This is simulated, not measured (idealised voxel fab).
process module | voxel self aligned vias
cross-section cut | 190 nm wide | cells 5 nm
A cross-section is a grid of square cells, given in bands from the top down. A band is one or more rows of cells.
Each band's line starts with the height of the band's top and of its bottom, in nm. Then come its materials from left to right, each with its width in nm. One material with "throughout" fills the band from edge to edge. "air" is empty space.
Height 0 is the level under which the wafer as received is all one material. The lowest band goes on downwards, as in "0 down".
A width such as "30 to 40" changes by the same amount from each row of cells to the next, from the band's top row to its bottom row.
"no change" after a step means that no cell of the cross-section changed.
closed voids: empty space of 8 cells or more with no open way to the top, each as width x height at its distance from the left edge, in nm
after a step's settings: what the simulator itself notes on the step
overlay nm, on a step with a mask: how far to the right of its planned place the mask lay; to the left if negative
plan
1 op RECEIVE | material Si
2 op CONFORMAL_DEP | material SiO2 | thk nm 15
3 op CONFORMAL_DEP | material SiCN | thk nm 5
4 op DIRECTIONAL_DEP | material SiO2 | thk nm 30
5 op PATTERN | tone open | mask id LINES | material resist | width nm 20 | pitch nm 60 | thk nm 20 | overlay nm 0
6 op DIRECTIONAL_ETCH | etch materials SiO2 | depth nm 30
7 op STRIP | etch materials resist
8 op CONFORMAL_DEP | material TiN | thk nm 5
9 op FILL_DEP | material Ru | thk nm 10
10 op CMP | height nm 50
11 op SELECTIVE_ETCH | etch materials W Ru TiN | depth nm 5
12 op FILL_DEP | material SiN | thk nm 10
13 op CMP | height nm 50
14 op DIRECTIONAL_DEP | material SiO2 | thk nm 15
15 op PATTERN | tone open | mask id VIAS | material resist | width nm 40 | thk nm 15 | overlay nm 0
16 op DIRECTIONAL_ETCH | etch materials SiO2 | depth nm 15
17 op DIRECTIONAL_ETCH | etch materials SiN | depth nm 5
18 op STRIP | etch materials resist
19 op CONFORMAL_DEP | material TiN | thk nm 5
20 op FILL_DEP | material Ru | thk nm 5
21 op CMP | height nm 65
22 op CONFORMAL_DEP | material SiN | thk nm 5
first wafer, as planned
as received, after step 1
  0 down: Si throughout
  closed voids: none
after step 2
  15 to 0: SiO2 throughout
  below 0: unchanged
after step 3
  20 to 15: SiCN throughout
  below 15: unchanged
after step 4
  50 to 20: SiO2 throughout
  below 20: unchanged
after step 5
  70 to 50: resist 55 | air 20 | resist 40 | air 20 | resist 55
  below 50: unchanged
after step 6
  70 to 50: resist 55 | air 20 | resist 40 | air 20 | resist 55
  50 to 20: SiO2 55 | air 20 | SiO2 40 | air 20 | SiO2 55
  below 20: unchanged
after step 7
  50 to 20: SiO2 55 | air 20 | SiO2 40 | air 20 | SiO2 55
  below 20: unchanged
after step 8
  55 to 50: TiN 60 | air 10 | TiN 50 | air 10 | TiN 60
  50 to 25: SiO2 55 | TiN 5 | air 10 | TiN 5 | SiO2 40 | TiN 5 | air 10 | TiN 5 | SiO2 55
  25 to 20: SiO2 55 | TiN 20 | SiO2 40 | TiN 20 | SiO2 55
  below 20: unchanged
after step 9
  65 to 55: Ru throughout
  55 to 50: TiN 60 | Ru 10 | TiN 50 | Ru 10 | TiN 60
  50 to 25: SiO2 55 | TiN 5 | Ru 10 | TiN 5 | SiO2 40 | TiN 5 | Ru 10 | TiN 5 | SiO2 55
  below 25: unchanged
after step 10
  50 to 25: SiO2 55 | TiN 5 | Ru 10 | TiN 5 | SiO2 40 | TiN 5 | Ru 10 | TiN 5 | SiO2 55
  below 25: unchanged
after step 11
  50 to 45: SiO2 55 | air 20 | SiO2 40 | air 20 | SiO2 55
  below 45: unchanged
after step 12
  60 to 50: SiN throughout
  50 to 45: SiO2 55 | SiN 20 | SiO2 40 | SiN 20 | SiO2 55
  below 45: unchanged
after step 13
  50 to 45: SiO2 55 | SiN 20 | SiO2 40 | SiN 20 | SiO2 55
  below 45: unchanged
after step 14
  65 to 50: SiO2 throughout
  below 50: unchanged
after step 15
  80 to 65: resist 45 | air 40 | resist 105
  below 65: unchanged
after step 16
  80 to 65: resist 45 | air 40 | resist 105
  65 to 50: SiO2 45 | air 40 | SiO2 105
  below 50: unchanged
after step 17
  80 to 65: resist 45 | air 40 | resist 105
  65 to 50: SiO2 45 | air 40 | SiO2 105
  50 to 45: SiO2 55 | air 20 | SiO2 40 | SiN 20 | SiO2 55
  below 45: unchanged
after step 18
  65 to 50: SiO2 45 | air 40 | SiO2 105
  below 50: unchanged
after step 19
  70 to 65: TiN 50 | air 30 | TiN 110
  65 to 55: SiO2 45 | TiN 5 | air 30 | TiN 5 | SiO2 105
  55 to 50: SiO2 45 | TiN 15 | air 10 | TiN 15 | SiO2 105
  50 to 45: SiO2 55 | TiN 20 | SiO2 40 | SiN 20 | SiO2 55
  below 45: unchanged
after step 20
  75 to 70: Ru throughout
  70 to 65: TiN 50 | Ru 30 | TiN 110
  65 to 55: SiO2 45 | TiN 5 | Ru 30 | TiN 5 | SiO2 105
  55 to 50: SiO2 45 | TiN 15 | Ru 10 | TiN 15 | SiO2 105
  below 50: unchanged
after step 21
  65 to 55: SiO2 45 | TiN 5 | Ru 30 | TiN 5 | SiO2 105
  below 55: unchanged
after step 22
  70 to 65: SiN throughout
  below 65: unchanged
second wafer: like start, like plan, one mistake. Through step 14 it matches the first wafer
when step 15 should have ended
  80 to 65: resist 45 | air 45 | resist 100
  below 65: unchanged
when step 16 should have ended
  80 to 65: resist 45 | air 45 | resist 100
  65 to 50: SiO2 45 | air 45 | SiO2 100
  below 50: unchanged
when step 17 should have ended
  80 to 65: resist 45 | air 45 | resist 100
  65 to 50: SiO2 45 | air 45 | SiO2 100
  50 to 45: SiO2 55 | air 20 | SiO2 40 | SiN 20 | SiO2 55
  below 45: unchanged
when step 18 should have ended
  65 to 50: SiO2 45 | air 45 | SiO2 100
  below 50: unchanged
when step 19 should have ended
  70 to 65: TiN 50 | air 35 | TiN 105
  65 to 55: SiO2 45 | TiN 5 | air 35 | TiN 5 | SiO2 100
  55 to 50: SiO2 45 | TiN 15 | air 10 | TiN 20 | SiO2 100
  50 to 45: SiO2 55 | TiN 20 | SiO2 40 | SiN 20 | SiO2 55
  below 45: unchanged
when step 20 should have ended
  75 to 70: Ru throughout
  70 to 65: TiN 50 | Ru 35 | TiN 105
  65 to 55: SiO2 45 | TiN 5 | Ru 35 | TiN 5 | SiO2 100
  55 to 50: SiO2 45 | TiN 15 | Ru 10 | TiN 20 | SiO2 100
  below 50: unchanged
when step 21 should have ended
  65 to 55: SiO2 45 | TiN 5 | Ru 35 | TiN 5 | SiO2 100
  below 55: unchanged
when step 22 should have ended
  70 to 65: SiN throughout
  below 65: unchanged
what went wrong: step 15 ran as: op PATTERN | tone open | mask id VIAS | material resist | width nm 45 | thk nm 15 | overlay nm 0
at the end the second wafer has, in cells: 2 more of Ru | 3 fewer of SiO2 | 1 more of TiN
